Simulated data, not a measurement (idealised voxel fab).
The following process module bears the name voxel transistor to metal.
cross-section cut | 150 nm wide | cells 5 nm
Cross-section = grid of square cells, listed top down in bands; band = one or more rows. This entry defines a band. It first specifies the height of the band's top and the height of its bottom in nm, and then specifies the band's materials from left to right, stating each material with its width in nm. The word "everywhere" identifies a single material that fills the band from edge to edge, while the word "blank" identifies empty space. Heights are expressed relative to 0, this being the level below which the as-received wafer comprises one material exclusively. The lowest band is unbounded in the downward direction and is denoted as in "0 nm and below". A two-number width, for instance "30 to 40", indicates that the width is equal to the first number in the top row of the band and to the second number in the bottom row, and that it changes by a constant amount per row of cells. A step reported as "remained unchanged" is a step in which no cell of the cross-section changed. Empty spaces counting at least 8 cells and having no open way to the top are listed in "Trapped cavities". The notation width x height at distance is used for each, the distance being from the left edge and all three values in nm. Read whatever lies past the settings on a step's line as the simulator's own remark about the step. A step's line can hold "overlay nm"; with a mask on that step, the setting says how far right of the planned place the mask lay, while a negative setting says it lay to the left.
Steps in the process plan:
1. op RECEIVE | material Si
2. op OXIDIZE | depth nm 5
3. op CONFORMAL_DEP | material SiN | thk nm 15
4. op DIRECTIONAL_DEP | material aC | thk nm 15
5. op PATTERN | tone cover | mask id ACTIVE | material resist | width nm 95 | thk nm 30 | overlay nm 0
6. op DIRECTIONAL_ETCH | etch materials aC | depth nm 15
7. op STRIP | etch materials resist
8. op DIRECTIONAL_ETCH | etch materials SiN | depth nm 15
9. op DIRECTIONAL_ETCH | etch materials SiO2 | depth nm 5
10. op DIRECTIONAL_ETCH | etch materials Si | depth nm 35
11. op STRIP | etch materials aC
12. op OXIDIZE | depth nm 5
13. op FILL_DEP | material SiO2 | thk nm 5
14. op CMP | height nm 15
15. op SELECTIVE_ETCH | etch materials SiO2 | depth nm 5
16. op STRIP | etch materials SiN
17. op SELECTIVE_ETCH | etch materials SiO2 | depth nm 5
18. op OXIDIZE | depth nm 5
19. op DIRECTIONAL_DEP | material polySi | thk nm 25
20. op DIRECTIONAL_DEP | material SiCN | thk nm 15
21. op DIRECTIONAL_DEP | material aC | thk nm 10
22. op PATTERN | tone cover | mask id GATE | material resist | width nm 15 | thk nm 30 | overlay nm 0
23. op DIRECTIONAL_ETCH | etch materials aC | depth nm 10
24. op STRIP | etch materials resist
25. op DIRECTIONAL_ETCH | etch materials SiCN | depth nm 25
26. op DIRECTIONAL_ETCH | etch materials polySi | depth nm 35
27. op STRIP | etch materials aC
28. op CONFORMAL_DEP | material SiO2 | thk nm 5
29. op DIRECTIONAL_ETCH | etch materials SiO2 | depth nm 5
30. op CONFORMAL_DEP | material SiN | thk nm 10
31. op DIRECTIONAL_ETCH | etch materials SiN | depth nm 10
32. op DIRECTIONAL_ETCH | etch materials SiO2 | depth nm 5
33. op EPI | material SiGe | thk nm 5
34. op FILL_DEP | material SiO2 | thk nm 10
35. op CMP | height nm 35
36. op DIRECTIONAL_DEP | material SiO2 | thk nm 15
37. op MASKED_ETCH | tone open | mask id CONTACT | width nm 30 | pitch nm 55 | etch materials SiO2 | depth nm 55 | overlay nm 0
38. op CONFORMAL_DEP | material TiN | thk nm 5
39. op FILL_DEP | material W | thk nm 5
40. op CMP | height nm 50
41. op CONFORMAL_DEP | material SiN | thk nm 5
42. op DIRECTIONAL_DEP | material lowk | thk nm 15
43. op MASKED_ETCH | tone open | mask id METAL_1 | width nm 15 | pitch nm 70 | etch materials lowk | depth nm 15 | overlay nm 0
44. op MASKED_ETCH | tone open | mask id METAL_1 | width nm 15 | pitch nm 70 | etch materials SiN | depth nm 5 | overlay nm 0
45. op CONFORMAL_DEP | material TiN | thk nm 5
46. op FILL_DEP | material Cu | thk nm 5
47. op CMP | height nm 70
48. op CONFORMAL_DEP | material SiCN | thk nm 5
The first of two wafers, run as planned:
Cross-section of the wafer upon arrival, representing the state reached after step 1:
	0 nm and below  Si everywhere
	Trapped cavities: none
How the wafer stands in section after step 2:
	0 nm to -5 nm  SiO2 everywhere
	Unchanged below -5.
How the wafer stands in section after step 3:
	15 nm to 0 nm  SiN everywhere
	Unchanged below 0.
How the wafer stands in section after step 4:
	30 nm to 15 nm  aC everywhere
	Unchanged below 15.
How the wafer stands in section after step 5:
	60 nm to 30 nm  blank: 25 / resist: 95 / blank: 30
	Unchanged below 30.
How the wafer stands in section after step 6:
	45 nm to 30 nm  blank: 25 / resist: 95 / blank: 30
	30 nm to 15 nm  blank: 25 / aC: 95 / blank: 30
	Unchanged below 15.
How the wafer stands in section after step 7:
	30 nm to 15 nm  blank: 25 / aC: 95 / blank: 30
	Unchanged below 15.
How the wafer stands in section after step 8:
	30 nm to 15 nm  blank: 25 / aC: 95 / blank: 30
	15 nm to 0 nm  blank: 25 / SiN: 95 / blank: 30
	Unchanged below 0.
How the wafer stands in section after step 9:
	30 nm to 15 nm  blank: 25 / aC: 95 / blank: 30
	15 nm to 0 nm  blank: 25 / SiN: 95 / blank: 30
	0 nm to -5 nm  blank: 25 / SiO2: 95 / blank: 30
	Unchanged below -5.
How the wafer stands in section after step 10:
	30 nm to 15 nm  blank: 25 / aC: 95 / blank: 30
	15 nm to 0 nm  blank: 25 / SiN: 95 / blank: 30
	0 nm to -5 nm  blank: 25 / SiO2: 95 / blank: 30
	-5 nm to -40 nm  blank: 25 / Si: 95 / blank: 30
	Unchanged below -40.
How the wafer stands in section after step 11:
	15 nm to 0 nm  blank: 25 / SiN: 95 / blank: 30
	Unchanged below 0.
How the wafer stands in section after step 12:
	15 nm to 0 nm  blank: 25 / SiN: 95 / blank: 30
	0 nm to -5 nm  blank: 25 / SiO2: 95 / blank: 30
	-5 nm to -40 nm  blank: 25 / SiO2: 5 / Si: 85 / SiO2: 5 / blank: 30
	-40 nm to -45 nm  SiO2: 30 / Si: 85 / SiO2: 35
	Unchanged below -45.
How the wafer stands in section after step 13:
	20 nm to 15 nm  SiO2 everywhere
	15 nm to 0 nm  SiO2: 25 / SiN: 95 / SiO2: 30
	0 nm to -5 nm  SiO2 everywhere
	-5 nm to -45 nm  SiO2: 30 / Si: 85 / SiO2: 35
	Unchanged below -45.
How the wafer stands in section after step 14:
	15 nm to 0 nm  SiO2: 25 / SiN: 95 / SiO2: 30
	Unchanged below 0.
How the wafer stands in section after step 15:
	15 nm to 10 nm  blank: 25 / SiN: 95 / blank: 30
	Unchanged below 10.
How the wafer stands in section after step 16:
	10 nm to 0 nm  SiO2: 25 / blank: 95 / SiO2: 30
	Unchanged below 0.
How the wafer stands in section after step 17:
	5 nm to -5 nm  SiO2: 20 / blank: 105 / SiO2: 25
	Unchanged below -5.
How the wafer stands in section after step 18:
	5 nm to -5 nm  SiO2: 20 / blank: 105 / SiO2: 25
	-5 nm to -10 nm  SiO2 everywhere
	Unchanged below -10.
How the wafer stands in section after step 19:
	30 nm to 20 nm  polySi: 20 / blank: 105 / polySi: 25
	20 nm to 5 nm  polySi everywhere
	5 nm to -5 nm  SiO2: 20 / polySi: 105 / SiO2: 25
	Unchanged below -5.
How the wafer stands in section after step 20:
	45 nm to 35 nm  SiCN: 20 / blank: 105 / SiCN: 25
	35 nm to 30 nm  SiCN everywhere
	30 nm to 20 nm  polySi: 20 / SiCN: 105 / polySi: 25
	Unchanged below 20.
How the wafer stands in section after step 21:
	55 nm to 45 nm  aC: 20 / blank: 105 / aC: 25
	45 nm to 35 nm  SiCN: 20 / aC: 105 / SiCN: 25
	Unchanged below 35.
How the wafer stands in section after step 22:
	85 nm to 55 nm  blank: 65 / resist: 15 / blank: 70
	55 nm to 45 nm  aC: 20 / blank: 45 / resist: 15 / blank: 45 / aC: 25
	Unchanged below 45.
How the wafer stands in section after step 23:
	75 nm to 45 nm  blank: 65 / resist: 15 / blank: 70
	45 nm to 35 nm  SiCN: 20 / blank: 45 / aC: 15 / blank: 45 / SiCN: 25
	Unchanged below 35.
How the wafer stands in section after step 24:
	45 nm to 35 nm  SiCN: 20 / blank: 45 / aC: 15 / blank: 45 / SiCN: 25
	Unchanged below 35.
How the wafer stands in section after step 25:
	45 nm to 35 nm  blank: 65 / aC: 15 / blank: 70
	35 nm to 30 nm  blank: 65 / SiCN: 15 / blank: 70
	30 nm to 20 nm  polySi: 20 / blank: 45 / SiCN: 15 / blank: 45 / polySi: 25
	Unchanged below 20.
How the wafer stands in section after step 26:
	45 nm to 35 nm  blank: 65 / aC: 15 / blank: 70
	35 nm to 20 nm  blank: 65 / SiCN: 15 / blank: 70
	20 nm to 5 nm  blank: 65 / polySi: 15 / blank: 70
	5 nm to -5 nm  SiO2: 20 / blank: 45 / polySi: 15 / blank: 45 / SiO2: 25
	Unchanged below -5.
How the wafer stands in section after step 27:
	35 nm to 20 nm  blank: 65 / SiCN: 15 / blank: 70
	Unchanged below 20.
How the wafer stands in section after step 28:
	40 nm to 35 nm  blank: 60 / SiO2: 25 / blank: 65
	35 nm to 20 nm  blank: 60 / SiO2: 5 / SiCN: 15 / SiO2: 5 / blank: 65
	20 nm to 10 nm  blank: 60 / SiO2: 5 / polySi: 15 / SiO2: 5 / blank: 65
	10 nm to 0 nm  SiO2: 25 / blank: 35 / SiO2: 5 / polySi: 15 / SiO2: 5 / blank: 35 / SiO2: 30
	0 nm to -5 nm  SiO2: 65 / polySi: 15 / SiO2: 70
	Unchanged below -5.
How the wafer stands in section after step 29:
	35 nm to 20 nm  blank: 60 / SiO2: 5 / SiCN: 15 / SiO2: 5 / blank: 65
	20 nm to 5 nm  blank: 60 / SiO2: 5 / polySi: 15 / SiO2: 5 / blank: 65
	5 nm to -5 nm  SiO2: 25 / blank: 35 / SiO2: 5 / polySi: 15 / SiO2: 5 / blank: 35 / SiO2: 30
	Unchanged below -5.
How the wafer stands in section after step 30:
	45 nm to 35 nm  blank: 50 / SiN: 45 / blank: 55
	35 nm to 20 nm  blank: 50 / SiN: 10 / SiO2: 5 / SiCN: 15 / SiO2: 5 / SiN: 10 / blank: 55
	20 nm to 15 nm  blank: 50 / SiN: 10 / SiO2: 5 / polySi: 15 / SiO2: 5 / SiN: 10 / blank: 55
	15 nm to 5 nm  SiN: 35 / blank: 15 / SiN: 10 / SiO2: 5 / polySi: 15 / SiO2: 5 / SiN: 10 / blank: 15 / SiN: 40
	5 nm to -5 nm  SiO2: 25 / SiN: 35 / SiO2: 5 / polySi: 15 / SiO2: 5 / SiN: 35 / SiO2: 30
	Unchanged below -5.
How the wafer stands in section after step 31:
	35 nm to 20 nm  blank: 50 / SiN: 10 / SiO2: 5 / SiCN: 15 / SiO2: 5 / SiN: 10 / blank: 55
	20 nm to 5 nm  blank: 50 / SiN: 10 / SiO2: 5 / polySi: 15 / SiO2: 5 / SiN: 10 / blank: 55
	5 nm to -5 nm  SiO2: 25 / SiN: 10 / blank: 15 / SiN: 10 / SiO2: 5 / polySi: 15 / SiO2: 5 / SiN: 10 / blank: 15 / SiN: 10 / SiO2: 30
	Unchanged below -5.
How the wafer stands in section after step 32:
	35 nm to 30 nm  blank: 50 / SiN: 10 / blank: 5 / SiCN: 15 / blank: 5 / SiN: 10 / blank: 55
	30 nm to 20 nm  blank: 50 / SiN: 10 / SiO2: 5 / SiCN: 15 / SiO2: 5 / SiN: 10 / blank: 55
	20 nm to 5 nm  blank: 50 / SiN: 10 / SiO2: 5 / polySi: 15 / SiO2: 5 / SiN: 10 / blank: 55
	5 nm to 0 nm  blank: 25 / SiN: 10 / blank: 15 / SiN: 10 / SiO2: 5 / polySi: 15 / SiO2: 5 / SiN: 10 / blank: 15 / SiN: 10 / blank: 30
	0 nm to -5 nm  SiO2: 25 / SiN: 10 / blank: 15 / SiN: 10 / SiO2: 5 / polySi: 15 / SiO2: 5 / SiN: 10 / blank: 15 / SiN: 10 / SiO2: 30
	-5 nm to -10 nm  SiO2: 35 / blank: 15 / SiO2: 45 / blank: 15 / SiO2: 40
	Unchanged below -10.
How the wafer stands in section after step 33:
	35 nm to 30 nm  blank: 50 / SiN: 10 / blank: 5 / SiCN: 15 / blank: 5 / SiN: 10 / blank: 55
	30 nm to 20 nm  blank: 50 / SiN: 10 / SiO2: 5 / SiCN: 15 / SiO2: 5 / SiN: 10 / blank: 55
	20 nm to 5 nm  blank: 50 / SiN: 10 / SiO2: 5 / polySi: 15 / SiO2: 5 / SiN: 10 / blank: 55
	5 nm to 0 nm  blank: 25 / SiN: 10 / blank: 15 / SiN: 10 / SiO2: 5 / polySi: 15 / SiO2: 5 / SiN: 10 / blank: 15 / SiN: 10 / blank: 30
	0 nm to -5 nm  SiO2: 25 / SiN: 10 / blank: 15 / SiN: 10 / SiO2: 5 / polySi: 15 / SiO2: 5 / SiN: 10 / blank: 15 / SiN: 10 / SiO2: 30
	-5 nm to -10 nm  SiO2: 35 / SiGe: 15 / SiO2: 45 / SiGe: 15 / SiO2: 40
	Unchanged below -10.
How the wafer stands in section after step 34:
	45 nm to 35 nm  SiO2 everywhere
	35 nm to 20 nm  SiO2: 50 / SiN: 10 / SiO2: 5 / SiCN: 15 / SiO2: 5 / SiN: 10 / SiO2: 55
	20 nm to 5 nm  SiO2: 50 / SiN: 10 / SiO2: 5 / polySi: 15 / SiO2: 5 / SiN: 10 / SiO2: 55
	5 nm to -5 nm  SiO2: 25 / SiN: 10 / SiO2: 15 / SiN: 10 / SiO2: 5 / polySi: 15 / SiO2: 5 / SiN: 10 / SiO2: 15 / SiN: 10 / SiO2: 30
	Unchanged below -5.
How the wafer stands in section after step 35:
	35 nm to 20 nm  SiO2: 50 / SiN: 10 / SiO2: 5 / SiCN: 15 / SiO2: 5 / SiN: 10 / SiO2: 55
	Unchanged below 20.
How the wafer stands in section after step 36:
	50 nm to 35 nm  SiO2 everywhere
	Unchanged below 35.
How the wafer stands in section after step 37:
	50 nm to 35 nm  SiO2: 30 / blank: 30 / SiO2: 25 / blank: 30 / SiO2: 35
	35 nm to 20 nm  SiO2: 30 / blank: 20 / SiN: 10 / SiO2: 5 / SiCN: 15 / SiO2: 5 / SiN: 10 / blank: 20 / SiO2: 35
	20 nm to 5 nm  SiO2: 30 / blank: 20 / SiN: 10 / SiO2: 5 / polySi: 15 / SiO2: 5 / SiN: 10 / blank: 20 / SiO2: 35
	5 nm to -5 nm  SiO2: 25 / SiN: 10 / blank: 15 / SiN: 10 / SiO2: 5 / polySi: 15 / SiO2: 5 / SiN: 10 / blank: 15 / SiN: 10 / SiO2: 30
	Unchanged below -5.
How the wafer stands in section after step 38:
	55 nm to 50 nm  TiN: 35 / blank: 20 / TiN: 35 / blank: 20 / TiN: 40
	50 nm to 40 nm  SiO2: 30 / TiN: 5 / blank: 20 / TiN: 5 / SiO2: 25 / TiN: 5 / blank: 20 / TiN: 5 / SiO2: 35
	40 nm to 35 nm  SiO2: 30 / TiN: 5 / blank: 10 / TiN: 15 / SiO2: 25 / TiN: 15 / blank: 10 / TiN: 5 / SiO2: 35
	35 nm to 20 nm  SiO2: 30 / TiN: 5 / blank: 10 / TiN: 5 / SiN: 10 / SiO2: 5 / SiCN: 15 / SiO2: 5 / SiN: 10 / TiN: 5 / blank: 10 / TiN: 5 / SiO2: 35
	20 nm to 10 nm  SiO2: 30 / TiN: 5 / blank: 10 / TiN: 5 / SiN: 10 / SiO2: 5 / polySi: 15 / SiO2: 5 / SiN: 10 / TiN: 5 / blank: 10 / TiN: 5 / SiO2: 35
	10 nm to 5 nm  SiO2: 30 / TiN: 10 / blank: 5 / TiN: 5 / SiN: 10 / SiO2: 5 / polySi: 15 / SiO2: 5 / SiN: 10 / TiN: 5 / blank: 5 / TiN: 10 / SiO2: 35
	5 nm to 0 nm  SiO2: 25 / SiN: 10 / TiN: 5 / blank: 5 / TiN: 5 / SiN: 10 / SiO2: 5 / polySi: 15 / SiO2: 5 / SiN: 10 / TiN: 5 / blank: 5 / TiN: 5 / SiN: 10 / SiO2: 30
	0 nm to -5 nm  SiO2: 25 / SiN: 10 / TiN: 15 / SiN: 10 / SiO2: 5 / polySi: 15 / SiO2: 5 / SiN: 10 / TiN: 15 / SiN: 10 / SiO2: 30
	Unchanged below -5.
How the wafer stands in section after step 39:
	60 nm to 55 nm  W everywhere
	55 nm to 50 nm  TiN: 35 / W: 20 / TiN: 35 / W: 20 / TiN: 40
	50 nm to 40 nm  SiO2: 30 / TiN: 5 / W: 20 / TiN: 5 / SiO2: 25 / TiN: 5 / W: 20 / TiN: 5 / SiO2: 35
	40 nm to 35 nm  SiO2: 30 / TiN: 5 / W: 10 / TiN: 15 / SiO2: 25 / TiN: 15 / W: 10 / TiN: 5 / SiO2: 35
	35 nm to 20 nm  SiO2: 30 / TiN: 5 / W: 10 / TiN: 5 / SiN: 10 / SiO2: 5 / SiCN: 15 / SiO2: 5 / SiN: 10 / TiN: 5 / W: 10 / TiN: 5 / SiO2: 35
	20 nm to 10 nm  SiO2: 30 / TiN: 5 / W: 10 / TiN: 5 / SiN: 10 / SiO2: 5 / polySi: 15 / SiO2: 5 / SiN: 10 / TiN: 5 / W: 10 / TiN: 5 / SiO2: 35
	10 nm to 5 nm  SiO2: 30 / TiN: 10 / W: 5 / TiN: 5 / SiN: 10 / SiO2: 5 / polySi: 15 / SiO2: 5 / SiN: 10 / TiN: 5 / W: 5 / TiN: 10 / SiO2: 35
	5 nm to 0 nm  SiO2: 25 / SiN: 10 / TiN: 5 / W: 5 / TiN: 5 / SiN: 10 / SiO2: 5 / polySi: 15 / SiO2: 5 / SiN: 10 / TiN: 5 / W: 5 / TiN: 5 / SiN: 10 / SiO2: 30
	Unchanged below 0.
How the wafer stands in section after step 40:
	50 nm to 40 nm  SiO2: 30 / TiN: 5 / W: 20 / TiN: 5 / SiO2: 25 / TiN: 5 / W: 20 / TiN: 5 / SiO2: 35
	Unchanged below 40.
How the wafer stands in section after step 41:
	55 nm to 50 nm  SiN everywhere
	Unchanged below 50.
How the wafer stands in section after step 42:
	70 nm to 55 nm  lowk everywhere
	Unchanged below 55.
How the wafer stands in section after step 43:
	70 nm to 55 nm  lowk: 30 / blank: 15 / lowk: 55 / blank: 15 / lowk: 35
	Unchanged below 55.
How the wafer stands in section after step 44:
	70 nm to 55 nm  lowk: 30 / blank: 15 / lowk: 55 / blank: 15 / lowk: 35
	55 nm to 50 nm  SiN: 30 / blank: 15 / SiN: 55 / blank: 15 / SiN: 35
	Unchanged below 50.
How the wafer stands in section after step 45:
	75 nm to 70 nm  TiN: 35 / blank: 5 / TiN: 65 / blank: 5 / TiN: 40
	70 nm to 55 nm  lowk: 30 / TiN: 5 / blank: 5 / TiN: 5 / lowk: 55 / TiN: 5 / blank: 5 / TiN: 5 / lowk: 35
	55 nm to 50 nm  SiN: 30 / TiN: 15 / SiN: 55 / TiN: 15 / SiN: 35
	Unchanged below 50.
How the wafer stands in section after step 46:
	80 nm to 75 nm  Cu everywhere
	75 nm to 70 nm  TiN: 35 / Cu: 5 / TiN: 65 / Cu: 5 / TiN: 40
	70 nm to 55 nm  lowk: 30 / TiN: 5 / Cu: 5 / TiN: 5 / lowk: 55 / TiN: 5 / Cu: 5 / TiN: 5 / lowk: 35
	Unchanged below 55.
How the wafer stands in section after step 47:
	70 nm to 55 nm  lowk: 30 / TiN: 5 / Cu: 5 / TiN: 5 / lowk: 55 / TiN: 5 / Cu: 5 / TiN: 5 / lowk: 35
	Unchanged below 55.
How the wafer stands in section after step 48:
	75 nm to 70 nm  SiCN everywhere
	Unchanged below 70.
The second wafer began exactly as the first did and followed the same plan, but one mistake was made while running it; through step 2 inclusive, the two wafers are identical:
What the second wafer looks like in cross-section when step 3 should have wrapped up:
	15 nm to 0 nm  lowk everywhere
	Unchanged below 0.
What the second wafer looks like in cross-section when step 4 should have wrapped up:
	30 nm to 15 nm  aC everywhere
	Unchanged below 15.
What the second wafer looks like in cross-section when step 5 should have wrapped up:
	60 nm to 30 nm  blank: 25 / resist: 95 / blank: 30
	Unchanged below 30.
What the second wafer looks like in cross-section when step 6 should have wrapped up:
	45 nm to 30 nm  blank: 25 / resist: 95 / blank: 30
	30 nm to 15 nm  blank: 25 / aC: 95 / blank: 30
	Unchanged below 15.
What the second wafer looks like in cross-section when step 7 should have wrapped up:
	30 nm to 15 nm  blank: 25 / aC: 95 / blank: 30
	Unchanged below 15.
What the second wafer looks like in cross-section when step 8 should have wrapped up: remained unchanged
What the second wafer looks like in cross-section when step 9 should have wrapped up: remained unchanged
What the second wafer looks like in cross-section when step 10 should have wrapped up: remained unchanged
What the second wafer looks like in cross-section when step 11 should have wrapped up:
	15 nm to 0 nm  lowk everywhere
	Unchanged below 0.
What the second wafer looks like in cross-section when step 12 should have wrapped up: remained unchanged
What the second wafer looks like in cross-section when step 13 should have wrapped up:
	20 nm to 15 nm  SiO2 everywhere
	Unchanged below 15.
What the second wafer looks like in cross-section when step 14 should have wrapped up:
	15 nm to 0 nm  lowk everywhere
	Unchanged below 0.
What the second wafer looks like in cross-section when step 15 should have wrapped up: remained unchanged
What the second wafer looks like in cross-section when step 16 should have wrapped up: remained unchanged
What the second wafer looks like in cross-section when step 17 should have wrapped up: remained unchanged
What the second wafer looks like in cross-section when step 18 should have wrapped up: remained unchanged
What the second wafer looks like in cross-section when step 19 should have wrapped up:
	40 nm to 15 nm  polySi everywhere
	Unchanged below 15.
What the second wafer looks like in cross-section when step 20 should have wrapped up:
	55 nm to 40 nm  SiCN everywhere
	Unchanged below 40.
What the second wafer looks like in cross-section when step 21 should have wrapped up:
	65 nm to 55 nm  aC everywhere
	Unchanged below 55.
What the second wafer looks like in cross-section when step 22 should have wrapped up:
	95 nm to 65 nm  blank: 65 / resist: 15 / blank: 70
	Unchanged below 65.
What the second wafer looks like in cross-section when step 23 should have wrapped up:
	85 nm to 65 nm  blank: 65 / resist: 15 / blank: 70
	65 nm to 55 nm  blank: 65 / aC: 15 / blank: 70
	Unchanged below 55.
What the second wafer looks like in cross-section when step 24 should have wrapped up:
	65 nm to 55 nm  blank: 65 / aC: 15 / blank: 70
	Unchanged below 55.
What the second wafer looks like in cross-section when step 25 should have wrapped up:
	65 nm to 55 nm  blank: 65 / aC: 15 / blank: 70
	55 nm to 40 nm  blank: 65 / SiCN: 15 / blank: 70
	Unchanged below 40.
What the second wafer looks like in cross-section when step 26 should have wrapped up:
	65 nm to 55 nm  blank: 65 / aC: 15 / blank: 70
	55 nm to 40 nm  blank: 65 / SiCN: 15 / blank: 70
	40 nm to 15 nm  blank: 65 / polySi: 15 / blank: 70
	Unchanged below 15.
What the second wafer looks like in cross-section when step 27 should have wrapped up:
	55 nm to 40 nm  blank: 65 / SiCN: 15 / blank: 70
	Unchanged below 40.
What the second wafer looks like in cross-section when step 28 should have wrapped up:
	60 nm to 55 nm  blank: 60 / SiO2: 25 / blank: 65
	55 nm to 40 nm  blank: 60 / SiO2: 5 / SiCN: 15 / SiO2: 5 / blank: 65
	40 nm to 20 nm  blank: 60 / SiO2: 5 / polySi: 15 / SiO2: 5 / blank: 65
	20 nm to 15 nm  SiO2: 65 / polySi: 15 / SiO2: 70
	Unchanged below 15.
What the second wafer looks like in cross-section when step 29 should have wrapped up:
	55 nm to 40 nm  blank: 60 / SiO2: 5 / SiCN: 15 / SiO2: 5 / blank: 65
	40 nm to 15 nm  blank: 60 / SiO2: 5 / polySi: 15 / SiO2: 5 / blank: 65
	Unchanged below 15.
What the second wafer looks like in cross-section when step 30 should have wrapped up:
	65 nm to 55 nm  blank: 50 / SiN: 45 / blank: 55
	55 nm to 40 nm  blank: 50 / SiN: 10 / SiO2: 5 / SiCN: 15 / SiO2: 5 / SiN: 10 / blank: 55
	40 nm to 25 nm  blank: 50 / SiN: 10 / SiO2: 5 / polySi: 15 / SiO2: 5 / SiN: 10 / blank: 55
	25 nm to 15 nm  SiN: 60 / SiO2: 5 / polySi: 15 / SiO2: 5 / SiN: 65
	Unchanged below 15.
What the second wafer looks like in cross-section when step 31 should have wrapped up:
	55 nm to 40 nm  blank: 50 / SiN: 10 / SiO2: 5 / SiCN: 15 / SiO2: 5 / SiN: 10 / blank: 55
	40 nm to 15 nm  blank: 50 / SiN: 10 / SiO2: 5 / polySi: 15 / SiO2: 5 / SiN: 10 / blank: 55
	Unchanged below 15.
What the second wafer looks like in cross-section when step 32 should have wrapped up:
	55 nm to 50 nm  blank: 50 / SiN: 10 / blank: 5 / SiCN: 15 / blank: 5 / SiN: 10 / blank: 55
	Unchanged below 50.
What the second wafer looks like in cross-section when step 33 should have wrapped up: remained unchanged
What the second wafer looks like in cross-section when step 34 should have wrapped up:
	65 nm to 55 nm  SiO2 everywhere
	55 nm to 40 nm  SiO2: 50 / SiN: 10 / SiO2: 5 / SiCN: 15 / SiO2: 5 / SiN: 10 / SiO2: 55
	40 nm to 15 nm  SiO2: 50 / SiN: 10 / SiO2: 5 / polySi: 15 / SiO2: 5 / SiN: 10 / SiO2: 55
	Unchanged below 15.
What the second wafer looks like in cross-section when step 35 should have wrapped up:
	35 nm to 15 nm  SiO2: 50 / SiN: 10 / SiO2: 5 / polySi: 15 / SiO2: 5 / SiN: 10 / SiO2: 55
	Unchanged below 15.
What the second wafer looks like in cross-section when step 36 should have wrapped up:
	50 nm to 35 nm  SiO2 everywhere
	Unchanged below 35.
What the second wafer looks like in cross-section when step 37 should have wrapped up:
	50 nm to 35 nm  SiO2: 30 / blank: 30 / SiO2: 25 / blank: 30 / SiO2: 35
	35 nm to 15 nm  SiO2: 30 / blank: 20 / SiN: 10 / SiO2: 5 / polySi: 15 / SiO2: 5 / SiN: 10 / blank: 20 / SiO2: 35
	Unchanged below 15.
What the second wafer looks like in cross-section when step 38 should have wrapped up:
	55 nm to 50 nm  TiN: 35 / blank: 20 / TiN: 35 / blank: 20 / TiN: 40
	50 nm to 40 nm  SiO2: 30 / TiN: 5 / blank: 20 / TiN: 5 / SiO2: 25 / TiN: 5 / blank: 20 / TiN: 5 / SiO2: 35
	40 nm to 35 nm  SiO2: 30 / TiN: 5 / blank: 10 / TiN: 15 / SiO2: 25 / TiN: 15 / blank: 10 / TiN: 5 / SiO2: 35
	35 nm to 20 nm  SiO2: 30 / TiN: 5 / blank: 10 / TiN: 5 / SiN: 10 / SiO2: 5 / polySi: 15 / SiO2: 5 / SiN: 10 / TiN: 5 / blank: 10 / TiN: 5 / SiO2: 35
	20 nm to 15 nm  SiO2: 30 / TiN: 20 / SiN: 10 / SiO2: 5 / polySi: 15 / SiO2: 5 / SiN: 10 / TiN: 20 / SiO2: 35
	Unchanged below 15.
What the second wafer looks like in cross-section when step 39 should have wrapped up:
	60 nm to 55 nm  W everywhere
	55 nm to 50 nm  TiN: 35 / W: 20 / TiN: 35 / W: 20 / TiN: 40
	50 nm to 40 nm  SiO2: 30 / TiN: 5 / W: 20 / TiN: 5 / SiO2: 25 / TiN: 5 / W: 20 / TiN: 5 / SiO2: 35
	40 nm to 35 nm  SiO2: 30 / TiN: 5 / W: 10 / TiN: 15 / SiO2: 25 / TiN: 15 / W: 10 / TiN: 5 / SiO2: 35
	35 nm to 20 nm  SiO2: 30 / TiN: 5 / W: 10 / TiN: 5 / SiN: 10 / SiO2: 5 / polySi: 15 / SiO2: 5 / SiN: 10 / TiN: 5 / W: 10 / TiN: 5 / SiO2: 35
	Unchanged below 20.
What the second wafer looks like in cross-section when step 40 should have wrapped up:
	50 nm to 40 nm  SiO2: 30 / TiN: 5 / W: 20 / TiN: 5 / SiO2: 25 / TiN: 5 / W: 20 / TiN: 5 / SiO2: 35
	Unchanged below 40.
What the second wafer looks like in cross-section when step 41 should have wrapped up:
	55 nm to 50 nm  SiN everywhere
	Unchanged below 50.
What the second wafer looks like in cross-section when step 42 should have wrapped up:
	70 nm to 55 nm  lowk everywhere
	Unchanged below 55.
What the second wafer looks like in cross-section when step 43 should have wrapped up:
	70 nm to 55 nm  lowk: 30 / blank: 15 / lowk: 55 / blank: 15 / lowk: 35
	Unchanged below 55.
What the second wafer looks like in cross-section when step 44 should have wrapped up:
	70 nm to 55 nm  lowk: 30 / blank: 15 / lowk: 55 / blank: 15 / lowk: 35
	55 nm to 50 nm  SiN: 30 / blank: 15 / SiN: 55 / blank: 15 / SiN: 35
	Unchanged below 50.
What the second wafer looks like in cross-section when step 45 should have wrapped up:
	75 nm to 70 nm  TiN: 35 / blank: 5 / TiN: 65 / blank: 5 / TiN: 40
	70 nm to 55 nm  lowk: 30 / TiN: 5 / blank: 5 / TiN: 5 / lowk: 55 / TiN: 5 / blank: 5 / TiN: 5 / lowk: 35
	55 nm to 50 nm  SiN: 30 / TiN: 15 / SiN: 55 / TiN: 15 / SiN: 35
	Unchanged below 50.
What the second wafer looks like in cross-section when step 46 should have wrapped up:
	80 nm to 75 nm  Cu everywhere
	75 nm to 70 nm  TiN: 35 / Cu: 5 / TiN: 65 / Cu: 5 / TiN: 40
	70 nm to 55 nm  lowk: 30 / TiN: 5 / Cu: 5 / TiN: 5 / lowk: 55 / TiN: 5 / Cu: 5 / TiN: 5 / lowk: 35
	Unchanged below 55.
What the second wafer looks like in cross-section when step 47 should have wrapped up:
	70 nm to 55 nm  lowk: 30 / TiN: 5 / Cu: 5 / TiN: 5 / lowk: 55 / TiN: 5 / Cu: 5 / TiN: 5 / lowk: 35
	Unchanged below 55.
What the second wafer looks like in cross-section when step 48 should have wrapped up:
	75 nm to 70 nm  SiCN everywhere
	Unchanged below 70.
Error vs. plan: contrary to plan, step 3 was performed as op CONFORMAL_DEP | material lowk | thk nm 15
Counted in cells at the end, the second wafer holds more or fewer of these materials than the first: Si: 121 more | SiCN: 9 fewer | SiGe: 6 fewer | SiN: 24 fewer | SiO2: 141 fewer | TiN: 16 fewer | W: 12 fewer | lowk: 90 more | polySi: 3 fewer
